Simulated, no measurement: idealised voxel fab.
voxel wiring stack: a process module
Square cells of 5 nm make up the cross-section cut, whose width is 260 nm.
Cross-sections here: square-cell grids, written as top-down lists of bands, a band being one or more rows of cells. A band entry consists of two parts. The first gives the height of the band's top and the height of its bottom, in nm. The rest lists the band's materials from left to right, each with its width in nm. A single material labelled with the word "everywhere" fills the band from edge to edge, and the word "blank" marks empty space. We count height from 0. Below that, the starting wafer is all one material. The lowest band never ends at the bottom but goes on down; see "0 and below" for how that is written. It should be noted that a width expressed as "30..40" varies in equal increments from row to row of cells within the band, taking the value of the first number at the top row and that of the second number at the bottom row. Where the words "stayed the same" appear for a step, the cross-section shows no cell changed by that step; every cell remained as before. "Trapped void list" means: voids of 8 cells or more that are shut off from the top with no open way through. Written width x height at distance, distance from the left edge, in nm. Read whatever lies past the settings on a step's line as the simulator's own remark about the step. "overlay nm", when on a step's line for a step with a mask, measures how far to the right of its planned place the mask lay; a negative measure means to the left.
Planned process steps:
1: RECEIVE,material Si
2: CONFORMAL_DEP,material SiO2,thk nm 15
3: DIRECTIONAL_DEP,material TiN,thk nm 5
4: DIRECTIONAL_DEP,material W,thk nm 15
5: DIRECTIONAL_DEP,material aC,thk nm 10
6: PATTERN,tone cover,mask id METAL_1,material resist,width nm 20,pitch nm 50,thk nm 25,overlay nm 0
7: DIRECTIONAL_ETCH,etch materials aC,depth nm 10
8: STRIP,etch materials resist
9: DIRECTIONAL_ETCH,etch materials W,depth nm 15
10: DIRECTIONAL_ETCH,etch materials TiN,depth nm 5
11: STRIP,etch materials aC
12: FILL_DEP,material SiO2,thk nm 5
13: CMP,height nm 35
14: CONFORMAL_DEP,material SiCN,thk nm 5
15: DIRECTIONAL_DEP,material SiO2,thk nm 20
16: PATTERN,tone open,mask id PLUG_1,material resist,width nm 15,pitch nm 50,thk nm 15,overlay nm 0
17: DIRECTIONAL_ETCH,etch materials SiO2,depth nm 20
18: DIRECTIONAL_ETCH,etch materials SiCN,depth nm 5
19: STRIP,etch materials resist
20: CONFORMAL_DEP,material TiN,thk nm 5
21: FILL_DEP,material Cu,thk nm 10
22: CMP,height nm 60
23: CONFORMAL_DEP,material SiN,thk nm 5
24: DIRECTIONAL_DEP,material lowk,thk nm 25
25: DIRECTIONAL_DEP,material aC,thk nm 15
26: PATTERN,tone open,mask id METAL_2,material resist,width nm 20,pitch nm 50,thk nm 35,overlay nm 0
27: DIRECTIONAL_ETCH,etch materials aC,depth nm 15
28: STRIP,etch materials resist
29: DIRECTIONAL_ETCH,etch materials lowk,depth nm 25
30: DIRECTIONAL_ETCH,etch materials SiN,depth nm 5
31: STRIP,etch materials aC
32: CONFORMAL_DEP,material TiN,thk nm 5
33: FILL_DEP,material W,thk nm 10
34: CMP,height nm 90
35: EPI,material Ru,thk nm 5
36: FILL_DEP,material SiCN,thk nm 5
37: DIRECTIONAL_DEP,material lowk,thk nm 35
38: DIRECTIONAL_DEP,material aC,thk nm 15
39: PATTERN,tone open,mask id METAL_3,material resist,width nm 20,pitch nm 50,thk nm 35,overlay nm 0
40: DIRECTIONAL_ETCH,etch materials aC,depth nm 15
41: STRIP,etch materials resist
42: DIRECTIONAL_ETCH,etch materials lowk,depth nm 20
43: STRIP,etch materials aC
44: DIRECTIONAL_DEP,material aC,thk nm 10
45: PATTERN,tone open,mask id METAL_3_HOLES,material resist,width nm 15,pitch nm 50,thk nm 30,overlay nm 0
46: DIRECTIONAL_ETCH,etch materials aC,depth nm 10
47: STRIP,etch materials resist
48: DIRECTIONAL_ETCH,etch materials lowk,depth nm 15
49: DIRECTIONAL_ETCH,etch materials SiCN,depth nm 5
50: STRIP,etch materials aC
51: CONFORMAL_DEP,material TiN,thk nm 5
52: FILL_DEP,material Ru,thk nm 10
53: CMP,height nm 135
54: CONFORMAL_DEP,material SiCN,thk nm 5
55: DIRECTIONAL_DEP,material lowk,thk nm 25
56: PATTERN,tone open,mask id METAL_4,material resist,width nm 20,pitch nm 50,thk nm 20,overlay nm 0
57: DIRECTIONAL_ETCH,etch materials lowk,depth nm 15
58: STRIP,etch materials resist
59: MASKED_ETCH,tone open,mask id METAL_4_HOLES,width nm 15,pitch nm 50,etch materials lowk,depth nm 10,overlay nm 0
60: MASKED_ETCH,tone open,mask id METAL_4_HOLES,width nm 15,pitch nm 50,etch materials SiCN,depth nm 5,overlay nm 0
61: CONFORMAL_DEP,material TiN,thk nm 5
62: FILL_DEP,material Cu,thk nm 10
63: CMP,height nm 165
64: CONFORMAL_DEP,material SiN,thk nm 5
First of two wafers: run as planned:
Cross-section, incoming material, after step 1:
- 0 and below  Si everywhere
- Trapped void list: none
Cross-section: wafer state after step 2:
- 15 down to 0  SiO2 everywhere
- Under the height 0 nothing was changed.
Cross-section: wafer state after step 3:
- 20 down to 15  TiN everywhere
- Under the height 15 nothing was changed.
Cross-section: wafer state after step 4:
- 35 down to 20  W everywhere
- Under the height 20 nothing was changed.
Cross-section: wafer state after step 5:
- 45 down to 35  aC everywhere
- Under the height 35 nothing was changed.
Cross-section: wafer state after step 6:
- 70 down to 45  blank (70); resist (20); blank (30); resist (20); blank (30); resist (20); blank (70)
- Under the height 45 nothing was changed.
Cross-section: wafer state after step 7:
- 60 down to 45  blank (70); resist (20); blank (30); resist (20); blank (30); resist (20); blank (70)
- 45 down to 35  blank (70); aC (20); blank (30); aC (20); blank (30); aC (20); blank (70)
- Under the height 35 nothing was changed.
Cross-section: wafer state after step 8:
- 45 down to 35  blank (70); aC (20); blank (30); aC (20); blank (30); aC (20); blank (70)
- Under the height 35 nothing was changed.
Cross-section: wafer state after step 9:
- 45 down to 35  blank (70); aC (20); blank (30); aC (20); blank (30); aC (20); blank (70)
- 35 down to 20  blank (70); W (20); blank (30); W (20); blank (30); W (20); blank (70)
- Under the height 20 nothing was changed.
Cross-section: wafer state after step 10:
- 45 down to 35  blank (70); aC (20); blank (30); aC (20); blank (30); aC (20); blank (70)
- 35 down to 20  blank (70); W (20); blank (30); W (20); blank (30); W (20); blank (70)
- 20 down to 15  blank (70); TiN (20); blank (30); TiN (20); blank (30); TiN (20); blank (70)
- Under the height 15 nothing was changed.
Cross-section: wafer state after step 11:
- 35 down to 20  blank (70); W (20); blank (30); W (20); blank (30); W (20); blank (70)
- Under the height 20 nothing was changed.
Cross-section: wafer state after step 12:
- 40 down to 35  SiO2 everywhere
- 35 down to 20  SiO2 (70); W (20); SiO2 (30); W (20); SiO2 (30); W (20); SiO2 (70)
- 20 down to 15  SiO2 (70); TiN (20); SiO2 (30); TiN (20); SiO2 (30); TiN (20); SiO2 (70)
- Under the height 15 nothing was changed.
Cross-section: wafer state after step 13:
- 35 down to 20  SiO2 (70); W (20); SiO2 (30); W (20); SiO2 (30); W (20); SiO2 (70)
- Under the height 20 nothing was changed.
Cross-section: wafer state after step 14:
- 40 down to 35  SiCN everywhere
- Under the height 35 nothing was changed.
Cross-section: wafer state after step 15:
- 60 down to 40  SiO2 everywhere
- Under the height 40 nothing was changed.
Cross-section: wafer state after step 16:
- 75 down to 60  resist (70); blank (15); resist (35); blank (15); resist (35); blank (15); resist (75)
- Under the height 60 nothing was changed.
Cross-section: wafer state after step 17:
- 75 down to 60  resist (70); blank (15); resist (35); blank (15); resist (35); blank (15); resist (75)
- 60 down to 40  SiO2 (70); blank (15); SiO2 (35); blank (15); SiO2 (35); blank (15); SiO2 (75)
- Under the height 40 nothing was changed.
Cross-section: wafer state after step 18:
- 75 down to 60  resist (70); blank (15); resist (35); blank (15); resist (35); blank (15); resist (75)
- 60 down to 40  SiO2 (70); blank (15); SiO2 (35); blank (15); SiO2 (35); blank (15); SiO2 (75)
- 40 down to 35  SiCN (70); blank (15); SiCN (35); blank (15); SiCN (35); blank (15); SiCN (75)
- Under the height 35 nothing was changed.
Cross-section: wafer state after step 19:
- 60 down to 40  SiO2 (70); blank (15); SiO2 (35); blank (15); SiO2 (35); blank (15); SiO2 (75)
- Under the height 40 nothing was changed.
Cross-section: wafer state after step 20:
- 65 down to 60  TiN (75); blank (5); TiN (45); blank (5); TiN (45); blank (5); TiN (80)
- 60 down to 40  SiO2 (70); TiN (5); blank (5); TiN (5); SiO2 (35); TiN (5); blank (5); TiN (5); SiO2 (35); TiN (5); blank (5); TiN (5); SiO2 (75)
- 40 down to 35  SiCN (70); TiN (15); SiCN (35); TiN (15); SiCN (35); TiN (15); SiCN (75)
- Under the height 35 nothing was changed.
Cross-section: wafer state after step 21:
- 75 down to 65  Cu everywhere
- 65 down to 60  TiN (75); Cu (5); TiN (45); Cu (5); TiN (45); Cu (5); TiN (80)
- 60 down to 40  SiO2 (70); TiN (5); Cu (5); TiN (5); SiO2 (35); TiN (5); Cu (5); TiN (5); SiO2 (35); TiN (5); Cu (5); TiN (5); SiO2 (75)
- Under the height 40 nothing was changed.
Cross-section: wafer state after step 22:
- 60 down to 40  SiO2 (70); TiN (5); Cu (5); TiN (5); SiO2 (35); TiN (5); Cu (5); TiN (5); SiO2 (35); TiN (5); Cu (5); TiN (5); SiO2 (75)
- Under the height 40 nothing was changed.
Cross-section: wafer state after step 23:
- 65 down to 60  SiN everywhere
- Under the height 60 nothing was changed.
Cross-section: wafer state after step 24:
- 90 down to 65  lowk everywhere
- Under the height 65 nothing was changed.
Cross-section: wafer state after step 25:
- 105 down to 90  aC everywhere
- Under the height 90 nothing was changed.
Cross-section: wafer state after step 26:
- 140 down to 105  resist (70); blank (20); resist (30); blank (20); resist (30); blank (20); resist (70)
- Under the height 105 nothing was changed.
Cross-section: wafer state after step 27:
- 125 down to 105  resist (70); blank (20); resist (30); blank (20); resist (30); blank (20); resist (70)
- 105 down to 90  aC (70); blank (20); aC (30); blank (20); aC (30); blank (20); aC (70)
- Under the height 90 nothing was changed.
Cross-section: wafer state after step 28:
- 105 down to 90  aC (70); blank (20); aC (30); blank (20); aC (30); blank (20); aC (70)
- Under the height 90 nothing was changed.
Cross-section: wafer state after step 29:
- 105 down to 90  aC (70); blank (20); aC (30); blank (20); aC (30); blank (20); aC (70)
- 90 down to 65  lowk (70); blank (20); lowk (30); blank (20); lowk (30); blank (20); lowk (70)
- Under the height 65 nothing was changed.
Cross-section: wafer state after step 30:
- 105 down to 90  aC (70); blank (20); aC (30); blank (20); aC (30); blank (20); aC (70)
- 90 down to 65  lowk (70); blank (20); lowk (30); blank (20); lowk (30); blank (20); lowk (70)
- 65 down to 60  SiN (70); blank (20); SiN (30); blank (20); SiN (30); blank (20); SiN (70)
- Under the height 60 nothing was changed.
Cross-section: wafer state after step 31:
- 90 down to 65  lowk (70); blank (20); lowk (30); blank (20); lowk (30); blank (20); lowk (70)
- Under the height 65 nothing was changed.
Cross-section: wafer state after step 32:
- 95 down to 90  TiN (75); blank (10); TiN (40); blank (10); TiN (40); blank (10); TiN (75)
- 90 down to 65  lowk (70); TiN (5); blank (10); TiN (5); lowk (30); TiN (5); blank (10); TiN (5); lowk (30); TiN (5); blank (10); TiN (5); lowk (70)
- 65 down to 60  SiN (70); TiN (20); SiN (30); TiN (20); SiN (30); TiN (20); SiN (70)
- Under the height 60 nothing was changed.
Cross-section: wafer state after step 33:
- 105 down to 95  W everywhere
- 95 down to 90  TiN (75); W (10); TiN (40); W (10); TiN (40); W (10); TiN (75)
- 90 down to 65  lowk (70); TiN (5); W (10); TiN (5); lowk (30); TiN (5); W (10); TiN (5); lowk (30); TiN (5); W (10); TiN (5); lowk (70)
- Under the height 65 nothing was changed.
Cross-section: wafer state after step 34:
- 90 down to 65  lowk (70); TiN (5); W (10); TiN (5); lowk (30); TiN (5); W (10); TiN (5); lowk (30); TiN (5); W (10); TiN (5); lowk (70)
- Under the height 65 nothing was changed.
Cross-section: wafer state after step 35:
- 95 down to 90  blank (65); Ru (30); blank (20); Ru (30); blank (20); Ru (30); blank (65)
- Under the height 90 nothing was changed.
Cross-section: wafer state after step 36:
- 100 down to 95  SiCN everywhere
- 95 down to 90  SiCN (65); Ru (30); SiCN (20); Ru (30); SiCN (20); Ru (30); SiCN (65)
- Under the height 90 nothing was changed.
Cross-section: wafer state after step 37:
- 135 down to 100  lowk everywhere
- Under the height 100 nothing was changed.
Cross-section: wafer state after step 38:
- 150 down to 135  aC everywhere
- Under the height 135 nothing was changed.
Cross-section: wafer state after step 39:
- 185 down to 150  resist (70); blank (20); resist (30); blank (20); resist (30); blank (20); resist (70)
- Under the height 150 nothing was changed.
Cross-section: wafer state after step 40:
- 170 down to 150  resist (70); blank (20); resist (30); blank (20); resist (30); blank (20); resist (70)
- 150 down to 135  aC (70); blank (20); aC (30); blank (20); aC (30); blank (20); aC (70)
- Under the height 135 nothing was changed.
Cross-section: wafer state after step 41:
- 150 down to 135  aC (70); blank (20); aC (30); blank (20); aC (30); blank (20); aC (70)
- Under the height 135 nothing was changed.
Cross-section: wafer state after step 42:
- 150 down to 135  aC (70); blank (20); aC (30); blank (20); aC (30); blank (20); aC (70)
- 135 down to 115  lowk (70); blank (20); lowk (30); blank (20); lowk (30); blank (20); lowk (70)
- Under the height 115 nothing was changed.
Cross-section: wafer state after step 43:
- 135 down to 115  lowk (70); blank (20); lowk (30); blank (20); lowk (30); blank (20); lowk (70)
- Under the height 115 nothing was changed.
Cross-section: wafer state after step 44:
- 145 down to 135  aC (70); blank (20); aC (30); blank (20); aC (30); blank (20); aC (70)
- 135 down to 125  lowk (70); blank (20); lowk (30); blank (20); lowk (30); blank (20); lowk (70)
- 125 down to 115  lowk (70); aC (20); lowk (30); aC (20); lowk (30); aC (20); lowk (70)
- Under the height 115 nothing was changed.
Cross-section: wafer state after step 45:
- 175 down to 145  resist (70); blank (15); resist (35); blank (15); resist (35); blank (15); resist (75)
- 145 down to 135  aC (70); blank (15); resist (5); aC (30); blank (15); resist (5); aC (30); blank (15); resist (5); aC (70)
- 135 down to 125  lowk (70); blank (15); resist (5); lowk (30); blank (15); resist (5); lowk (30); blank (15); resist (5); lowk (70)
- Under the height 125 nothing was changed.
Cross-section: wafer state after step 46:
- 165 down to 145  resist (70); blank (15); resist (35); blank (15); resist (35); blank (15); resist (75)
- 145 down to 135  aC (70); blank (15); resist (5); aC (30); blank (15); resist (5); aC (30); blank (15); resist (5); aC (70)
- 135 down to 125  lowk (70); blank (15); resist (5); lowk (30); blank (15); resist (5); lowk (30); blank (15); resist (5); lowk (70)
- 125 down to 115  lowk (70); blank (15); aC (5); lowk (30); blank (15); aC (5); lowk (30); blank (15); aC (5); lowk (70)
- Under the height 115 nothing was changed.
Cross-section: wafer state after step 47:
- 145 down to 135  aC (70); blank (20); aC (30); blank (20); aC (30); blank (20); aC (70)
- 135 down to 125  lowk (70); blank (20); lowk (30); blank (20); lowk (30); blank (20); lowk (70)
- Under the height 125 nothing was changed.
Cross-section: wafer state after step 48:
- 145 down to 135  aC (70); blank (20); aC (30); blank (20); aC (30); blank (20); aC (70)
- 135 down to 125  lowk (70); blank (20); lowk (30); blank (20); lowk (30); blank (20); lowk (70)
- 125 down to 115  lowk (70); blank (15); aC (5); lowk (30); blank (15); aC (5); lowk (30); blank (15); aC (5); lowk (70)
- 115 down to 100  lowk (70); blank (15); lowk (35); blank (15); lowk (35); blank (15); lowk (75)
- Under the height 100 nothing was changed.
Cross-section: wafer state after step 49:
- 145 down to 135  aC (70); blank (20); aC (30); blank (20); aC (30); blank (20); aC (70)
- 135 down to 125  lowk (70); blank (20); lowk (30); blank (20); lowk (30); blank (20); lowk (70)
- 125 down to 115  lowk (70); blank (15); aC (5); lowk (30); blank (15); aC (5); lowk (30); blank (15); aC (5); lowk (70)
- 115 down to 100  lowk (70); blank (15); lowk (35); blank (15); lowk (35); blank (15); lowk (75)
- 100 down to 95  SiCN (70); blank (15); SiCN (35); blank (15); SiCN (35); blank (15); SiCN (75)
- Under the height 95 nothing was changed.
Cross-section: wafer state after step 50:
- 135 down to 115  lowk (70); blank (20); lowk (30); blank (20); lowk (30); blank (20); lowk (70)
- Under the height 115 nothing was changed.
Cross-section: wafer state after step 51:
- 140 down to 135  TiN (75); blank (10); TiN (40); blank (10); TiN (40); blank (10); TiN (75)
- 135 down to 120  lowk (70); TiN (5); blank (10); TiN (5); lowk (30); TiN (5); blank (10); TiN (5); lowk (30); TiN (5); blank (10); TiN (5); lowk (70)
- 120 down to 115  lowk (70); TiN (5); blank (5); TiN (10); lowk (30); TiN (5); blank (5); TiN (10); lowk (30); TiN (5); blank (5); TiN (10); lowk (70)
- 115 down to 100  lowk (70); TiN (5); blank (5); TiN (5); lowk (35); TiN (5); blank (5); TiN (5); lowk (35); TiN (5); blank (5); TiN (5); lowk (75)
- 100 down to 95  SiCN (70); TiN (15); SiCN (35); TiN (15); SiCN (35); TiN (15); SiCN (75)
- Under the height 95 nothing was changed.
Cross-section: wafer state after step 52:
- 150 down to 140  Ru everywhere
- 140 down to 135  TiN (75); Ru (10); TiN (40); Ru (10); TiN (40); Ru (10); TiN (75)
- 135 down to 120  lowk (70); TiN (5); Ru (10); TiN (5); lowk (30); TiN (5); Ru (10); TiN (5); lowk (30); TiN (5); Ru (10); TiN (5); lowk (70)
- 120 down to 115  lowk (70); TiN (5); Ru (5); TiN (10); lowk (30); TiN (5); Ru (5); TiN (10); lowk (30); TiN (5); Ru (5); TiN (10); lowk (70)
- 115 down to 100  lowk (70); TiN (5); Ru (5); TiN (5); lowk (35); TiN (5); Ru (5); TiN (5); lowk (35); TiN (5); Ru (5); TiN (5); lowk (75)
- Under the height 100 nothing was changed.
Cross-section: wafer state after step 53:
- 135 down to 120  lowk (70); TiN (5); Ru (10); TiN (5); lowk (30); TiN (5); Ru (10); TiN (5); lowk (30); TiN (5); Ru (10); TiN (5); lowk (70)
- Under the height 120 nothing was changed.
Cross-section: wafer state after step 54:
- 140 down to 135  SiCN everywhere
- Under the height 135 nothing was changed.
Cross-section: wafer state after step 55:
- 165 down to 140  lowk everywhere
- Under the height 140 nothing was changed.
Cross-section: wafer state after step 56:
- 185 down to 165  resist (70); blank (20); resist (30); blank (20); resist (30); blank (20); resist (70)
- Under the height 165 nothing was changed.
Cross-section: wafer state after step 57:
- 185 down to 165  resist (70); blank (20); resist (30); blank (20); resist (30); blank (20); resist (70)
- 165 down to 150  lowk (70); blank (20); lowk (30); blank (20); lowk (30); blank (20); lowk (70)
- Under the height 150 nothing was changed.
Cross-section: wafer state after step 58:
- 165 down to 150  lowk (70); blank (20); lowk (30); blank (20); lowk (30); blank (20); lowk (70)
- Under the height 150 nothing was changed.
Cross-section: wafer state after step 59:
- 165 down to 150  lowk (70); blank (20); lowk (30); blank (20); lowk (30); blank (20); lowk (70)
- 150 down to 140  lowk (70); blank (15); lowk (35); blank (15); lowk (35); blank (15); lowk (75)
- Under the height 140 nothing was changed.
Cross-section: wafer state after step 60:
- 165 down to 150  lowk (70); blank (20); lowk (30); blank (20); lowk (30); blank (20); lowk (70)
- 150 down to 140  lowk (70); blank (15); lowk (35); blank (15); lowk (35); blank (15); lowk (75)
- 140 down to 135  SiCN (70); blank (15); SiCN (35); blank (15); SiCN (35); blank (15); SiCN (75)
- Under the height 135 nothing was changed.
Cross-section: wafer state after step 61:
- 170 down to 165  TiN (75); blank (10); TiN (40); blank (10); TiN (40); blank (10); TiN (75)
- 165 down to 155  lowk (70); TiN (5); blank (10); TiN (5); lowk (30); TiN (5); blank (10); TiN (5); lowk (30); TiN (5); blank (10); TiN (5); lowk (70)
- 155 down to 150  lowk (70); TiN (5); blank (5); TiN (10); lowk (30); TiN (5); blank (5); TiN (10); lowk (30); TiN (5); blank (5); TiN (10); lowk (70)
- 150 down to 140  lowk (70); TiN (5); blank (5); TiN (5); lowk (35); TiN (5); blank (5); TiN (5); lowk (35); TiN (5); blank (5); TiN (5); lowk (75)
- 140 down to 135  SiCN (70); TiN (15); SiCN (35); TiN (15); SiCN (35); TiN (15); SiCN (75)
- Under the height 135 nothing was changed.
Cross-section: wafer state after step 62:
- 180 down to 170  Cu everywhere
- 170 down to 165  TiN (75); Cu (10); TiN (40); Cu (10); TiN (40); Cu (10); TiN (75)
- 165 down to 155  lowk (70); TiN (5); Cu (10); TiN (5); lowk (30); TiN (5); Cu (10); TiN (5); lowk (30); TiN (5); Cu (10); TiN (5); lowk (70)
- 155 down to 150  lowk (70); TiN (5); Cu (5); TiN (10); lowk (30); TiN (5); Cu (5); TiN (10); lowk (30); TiN (5); Cu (5); TiN (10); lowk (70)
- 150 down to 140  lowk (70); TiN (5); Cu (5); TiN (5); lowk (35); TiN (5); Cu (5); TiN (5); lowk (35); TiN (5); Cu (5); TiN (5); lowk (75)
- Under the height 140 nothing was changed.
Cross-section: wafer state after step 63:
- 165 down to 155  lowk (70); TiN (5); Cu (10); TiN (5); lowk (30); TiN (5); Cu (10); TiN (5); lowk (30); TiN (5); Cu (10); TiN (5); lowk (70)
- Under the height 155 nothing was changed.
Cross-section: wafer state after step 64:
- 170 down to 165  SiN everywhere
- Under the height 165 nothing was changed.
Now the other wafer: same start, same recipe, but we messed up one thing when running it. Up to and including step 41 it's the same as the first one:
Second wafer profile in section, at the moment step 42 of the plan was meant to be complete:
- 150 down to 135  aC (70); blank (20); aC (30); blank (20); aC (30); blank (20); aC (70)
- 135 down to 100  lowk (70); blank (20); lowk (30); blank (20); lowk (30); blank (20); lowk (70)
- Under the height 100 nothing was changed.
Second wafer profile in section, at the moment step 43 of the plan was meant to be complete:
- 135 down to 100  lowk (70); blank (20); lowk (30); blank (20); lowk (30); blank (20); lowk (70)
- Under the height 100 nothing was changed.
Second wafer profile in section, at the moment step 44 of the plan was meant to be complete:
- 145 down to 135  aC (70); blank (20); aC (30); blank (20); aC (30); blank (20); aC (70)
- 135 down to 110  lowk (70); blank (20); lowk (30); blank (20); lowk (30); blank (20); lowk (70)
- 110 down to 100  lowk (70); aC (20); lowk (30); aC (20); lowk (30); aC (20); lowk (70)
- Under the height 100 nothing was changed.
Second wafer profile in section, at the moment step 45 of the plan was meant to be complete:
- 175 down to 145  resist (70); blank (15); resist (35); blank (15); resist (35); blank (15); resist (75)
- 145 down to 135  aC (70); blank (15); resist (5); aC (30); blank (15); resist (5); aC (30); blank (15); resist (5); aC (70)
- 135 down to 110  lowk (70); blank (15); resist (5); lowk (30); blank (15); resist (5); lowk (30); blank (15); resist (5); lowk (70)
- Under the height 110 nothing was changed.
Second wafer profile in section, at the moment step 46 of the plan was meant to be complete:
- 165 down to 145  resist (70); blank (15); resist (35); blank (15); resist (35); blank (15); resist (75)
- 145 down to 135  aC (70); blank (15); resist (5); aC (30); blank (15); resist (5); aC (30); blank (15); resist (5); aC (70)
- 135 down to 110  lowk (70); blank (15); resist (5); lowk (30); blank (15); resist (5); lowk (30); blank (15); resist (5); lowk (70)
- 110 down to 100  lowk (70); blank (15); aC (5); lowk (30); blank (15); aC (5); lowk (30); blank (15); aC (5); lowk (70)
- Under the height 100 nothing was changed.
Second wafer profile in section, at the moment step 47 of the plan was meant to be complete:
- 145 down to 135  aC (70); blank (20); aC (30); blank (20); aC (30); blank (20); aC (70)
- 135 down to 110  lowk (70); blank (20); lowk (30); blank (20); lowk (30); blank (20); lowk (70)
- Under the height 110 nothing was changed.
Second wafer profile in section, at the moment step 48 of the plan was meant to be complete: stayed the same
Second wafer profile in section, at the moment step 49 of the plan was meant to be complete:
- 145 down to 135  aC (70); blank (20); aC (30); blank (20); aC (30); blank (20); aC (70)
- 135 down to 110  lowk (70); blank (20); lowk (30); blank (20); lowk (30); blank (20); lowk (70)
- 110 down to 100  lowk (70); blank (15); aC (5); lowk (30); blank (15); aC (5); lowk (30); blank (15); aC (5); lowk (70)
- 100 down to 95  SiCN (70); blank (15); SiCN (35); blank (15); SiCN (35); blank (15); SiCN (75)
- Under the height 95 nothing was changed.
Second wafer profile in section, at the moment step 50 of the plan was meant to be complete:
- 135 down to 100  lowk (70); blank (20); lowk (30); blank (20); lowk (30); blank (20); lowk (70)
- Under the height 100 nothing was changed.
Second wafer profile in section, at the moment step 51 of the plan was meant to be complete:
- 140 down to 135  TiN (75); blank (10); TiN (40); blank (10); TiN (40); blank (10); TiN (75)
- 135 down to 105  lowk (70); TiN (5); blank (10); TiN (5); lowk (30); TiN (5); blank (10); TiN (5); lowk (30); TiN (5); blank (10); TiN (5); lowk (70)
- 105 down to 100  lowk (70); TiN (5); blank (5); TiN (10); lowk (30); TiN (5); blank (5); TiN (10); lowk (30); TiN (5); blank (5); TiN (10); lowk (70)
- 100 down to 95  SiCN (70); TiN (15); SiCN (35); TiN (15); SiCN (35); TiN (15); SiCN (75)
- Under the height 95 nothing was changed.
Second wafer profile in section, at the moment step 52 of the plan was meant to be complete:
- 150 down to 140  Ru everywhere
- 140 down to 135  TiN (75); Ru (10); TiN (40); Ru (10); TiN (40); Ru (10); TiN (75)
- 135 down to 105  lowk (70); TiN (5); Ru (10); TiN (5); lowk (30); TiN (5); Ru (10); TiN (5); lowk (30); TiN (5); Ru (10); TiN (5); lowk (70)
- 105 down to 100  lowk (70); TiN (5); Ru (5); TiN (10); lowk (30); TiN (5); Ru (5); TiN (10); lowk (30); TiN (5); Ru (5); TiN (10); lowk (70)
- Under the height 100 nothing was changed.
Second wafer profile in section, at the moment step 53 of the plan was meant to be complete:
- 135 down to 105  lowk (70); TiN (5); Ru (10); TiN (5); lowk (30); TiN (5); Ru (10); TiN (5); lowk (30); TiN (5); Ru (10); TiN (5); lowk (70)
- Under the height 105 nothing was changed.
Second wafer profile in section, at the moment step 54 of the plan was meant to be complete:
- 140 down to 135  SiCN everywhere
- Under the height 135 nothing was changed.
Second wafer profile in section, at the moment step 55 of the plan was meant to be complete:
- 165 down to 140  lowk everywhere
- Under the height 140 nothing was changed.
Second wafer profile in section, at the moment step 56 of the plan was meant to be complete:
- 185 down to 165  resist (70); blank (20); resist (30); blank (20); resist (30); blank (20); resist (70)
- Under the height 165 nothing was changed.
Second wafer profile in section, at the moment step 57 of the plan was meant to be complete:
- 185 down to 165  resist (70); blank (20); resist (30); blank (20); resist (30); blank (20); resist (70)
- 165 down to 150  lowk (70); blank (20); lowk (30); blank (20); lowk (30); blank (20); lowk (70)
- Under the height 150 nothing was changed.
Second wafer profile in section, at the moment step 58 of the plan was meant to be complete:
- 165 down to 150  lowk (70); blank (20); lowk (30); blank (20); lowk (30); blank (20); lowk (70)
- Under the height 150 nothing was changed.
Second wafer profile in section, at the moment step 59 of the plan was meant to be complete:
- 165 down to 150  lowk (70); blank (20); lowk (30); blank (20); lowk (30); blank (20); lowk (70)
- 150 down to 140  lowk (70); blank (15); lowk (35); blank (15); lowk (35); blank (15); lowk (75)
- Under the height 140 nothing was changed.
Second wafer profile in section, at the moment step 60 of the plan was meant to be complete:
- 165 down to 150  lowk (70); blank (20); lowk (30); blank (20); lowk (30); blank (20); lowk (70)
- 150 down to 140  lowk (70); blank (15); lowk (35); blank (15); lowk (35); blank (15); lowk (75)
- 140 down to 135  SiCN (70); blank (15); SiCN (35); blank (15); SiCN (35); blank (15); SiCN (75)
- Under the height 135 nothing was changed.
Second wafer profile in section, at the moment step 61 of the plan was meant to be complete:
- 170 down to 165  TiN (75); blank (10); TiN (40); blank (10); TiN (40); blank (10); TiN (75)
- 165 down to 155  lowk (70); TiN (5); blank (10); TiN (5); lowk (30); TiN (5); blank (10); TiN (5); lowk (30); TiN (5); blank (10); TiN (5); lowk (70)
- 155 down to 150  lowk (70); TiN (5); blank (5); TiN (10); lowk (30); TiN (5); blank (5); TiN (10); lowk (30); TiN (5); blank (5); TiN (10); lowk (70)
- 150 down to 140  lowk (70); TiN (5); blank (5); TiN (5); lowk (35); TiN (5); blank (5); TiN (5); lowk (35); TiN (5); blank (5); TiN (5); lowk (75)
- 140 down to 135  SiCN (70); TiN (15); SiCN (35); TiN (15); SiCN (35); TiN (15); SiCN (75)
- Under the height 135 nothing was changed.
Second wafer profile in section, at the moment step 62 of the plan was meant to be complete:
- 180 down to 170  Cu everywhere
- 170 down to 165  TiN (75); Cu (10); TiN (40); Cu (10); TiN (40); Cu (10); TiN (75)
- 165 down to 155  lowk (70); TiN (5); Cu (10); TiN (5); lowk (30); TiN (5); Cu (10); TiN (5); lowk (30); TiN (5); Cu (10); TiN (5); lowk (70)
- 155 down to 150  lowk (70); TiN (5); Cu (5); TiN (10); lowk (30); TiN (5); Cu (5); TiN (10); lowk (30); TiN (5); Cu (5); TiN (10); lowk (70)
- 150 down to 140  lowk (70); TiN (5); Cu (5); TiN (5); lowk (35); TiN (5); Cu (5); TiN (5); lowk (35); TiN (5); Cu (5); TiN (5); lowk (75)
- Under the height 140 nothing was changed.
Second wafer profile in section, at the moment step 63 of the plan was meant to be complete:
- 165 down to 155  lowk (70); TiN (5); Cu (10); TiN (5); lowk (30); TiN (5); Cu (10); TiN (5); lowk (30); TiN (5); Cu (10); TiN (5); lowk (70)
- Under the height 155 nothing was changed.
Second wafer profile in section, at the moment step 64 of the plan was meant to be complete:
- 170 down to 165  SiN everywhere
- Under the height 165 nothing was changed.
Against the plan, the run slipped here: yeah, plan step 42 got run twice
Wrapping up, a cell-based count of both wafers puts the second over or under the first for these materials: 9 more of Ru, 9 fewer of lowk
